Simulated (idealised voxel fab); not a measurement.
This is a process module. Its name is voxel air gaps.
Displayed cross-section: cut, width of 255 nm, square cells sized 5 nm.
A cross-section in this document is a grid of square cells, and it is written down as bands, the top band listed before the ones below it; a band is made up of one or more rows of cells. Quick guide to a band line: top height, bottom height (nm) up front; then every material left to right with its width in nm. Only one material and it's marked "full width"? Then it fills the band edge to edge. And "air" just means empty space. It should be noted that heights are counted from 0, beneath which the wafer as supplied is of one material throughout, and that the lowest band possesses no lower boundary but continues downward, as written in "top 0, no bottom". The notation "30->40" denotes a width that varies across the rows of cells in the band, beginning at the first number in the top row, finishing at the second number in the bottom row, and changing by an identical amount from each row to the next. "left unchanged", as given for a step, is the statement that not any cell of the cross-section underwent a change during that step. Entry "Enclosed void entries". Content: empty spaces with no open connection to the top, size 8 cells or greater. Each: width x height at distance. Distance: from left edge. Unit: nm. Where a step's line continues beyond its settings, the continuation is a remark by the simulator itself on that step. What "overlay nm" on a step's line means: if the step has a mask, that mask lay this far to the right of its planned place, or, when the value is negative, to the left.
**The planned process steps are enumerated hereunder**
| 1 | RECEIVE | material Si |
| 2 | CONFORMAL_DEP | material SiO2 | thk nm 15 |
| 3 | CONFORMAL_DEP | material SiCN | thk nm 5 |
| 4 | DIRECTIONAL_DEP | material lowk | thk nm 30 |
| 5 | MASKED_ETCH | tone open | mask id LINES | width nm 20 | pitch nm 45 | etch materials lowk | depth nm 30 | overlay nm 0 |
| 6 | CONFORMAL_DEP | material TiN | thk nm 5 |
| 7 | FILL_DEP | material W | thk nm 10 |
| 8 | CMP | height nm 50 |
| 9 | EPI | material Ru | thk nm 10 |
| 10 | SELECTIVE_ETCH | etch materials lowk | depth nm 40 |
| 11 | CONFORMAL_DEP | material SiCN | thk nm 5 |
**As-received wafer cross-section (after step 1)**
- top 0, no bottom  Si full width
- Enclosed void entries: none
**Cross-section taken at module completion on the first of two wafers; processed per the plan**
- top 65, bottom 60  air (55) / SiCN (140) / air (60)
- top 60, bottom 50  air (55) / SiCN (5) / Ru (40) / SiCN (5) / Ru (40) / SiCN (5) / Ru (40) / SiCN (5) / air (60)
- top 50, bottom 45  air (55) / SiCN (15) / TiN (5) / W (10) / TiN (5) / SiCN (25) / TiN (5) / W (10) / TiN (5) / SiCN (25) / TiN (5) / W (10) / TiN (5) / SiCN (15) / air (60)
- top 45, bottom 25  air (65) / SiCN (5) / TiN (5) / W (10) / TiN (5) / SiCN (5) / air (15) / SiCN (5) / TiN (5) / W (10) / TiN (5) / SiCN (5) / air (15) / SiCN (5) / TiN (5) / W (10) / TiN (5) / SiCN (5) / air (70)
- top 25, bottom 20  SiCN (70) / TiN (20) / SiCN (25) / TiN (20) / SiCN (25) / TiN (20) / SiCN (75)
- top 20, bottom 15  SiCN full width
- top 15, bottom 0  SiO2 full width
- top 0, no bottom  Si full width
- Enclosed void entries: 15 x 20 at 95; 15 x 20 at 140
**End of module, second wafer, cross-section. Started like the first, planned like the first, run with one mistake**
- top 65, bottom 60  air (50) / SiCN (150) / air (55)
- top 60, bottom 50  air (50) / SiCN (5) / Ru (140) / SiCN (5) / air (55)
- top 50, bottom 45  air (50) / SiCN (15) / TiN (5) / W (20) / TiN (5) / lowk (15) / TiN (5) / W (20) / TiN (5) / lowk (15) / TiN (5) / W (20) / TiN (5) / SiCN (15) / air (55)
- top 45, bottom 25  air (60) / SiCN (5) / TiN (5) / W (20) / TiN (5) / lowk (15) / TiN (5) / W (20) / TiN (5) / lowk (15) / TiN (5) / W (20) / TiN (5) / SiCN (5) / air (65)
- top 25, bottom 20  SiCN (65) / TiN (30) / lowk (15) / TiN (30) / lowk (15) / TiN (30) / SiCN (70)
- top 20, bottom 15  SiCN full width
- top 15, bottom 0  SiO2 full width
- top 0, no bottom  Si full width
- Enclosed void entries: none
Processing error: step 5, actual vs plan mismatch, actual run MASKED_ETCH | tone open | mask id LINES | width nm 30 | pitch nm 45 | etch materials lowk | depth nm 30 | overlay nm 0
Heads up, by the end the second wafer has more or fewer cells of some materials compared to the first: 8 more of Ru | 40 fewer of SiCN | 6 more of TiN | 30 more of W | 36 more of lowk
Final observation: first wafer, 2 closed voids; second wafer, 0 closed voids.
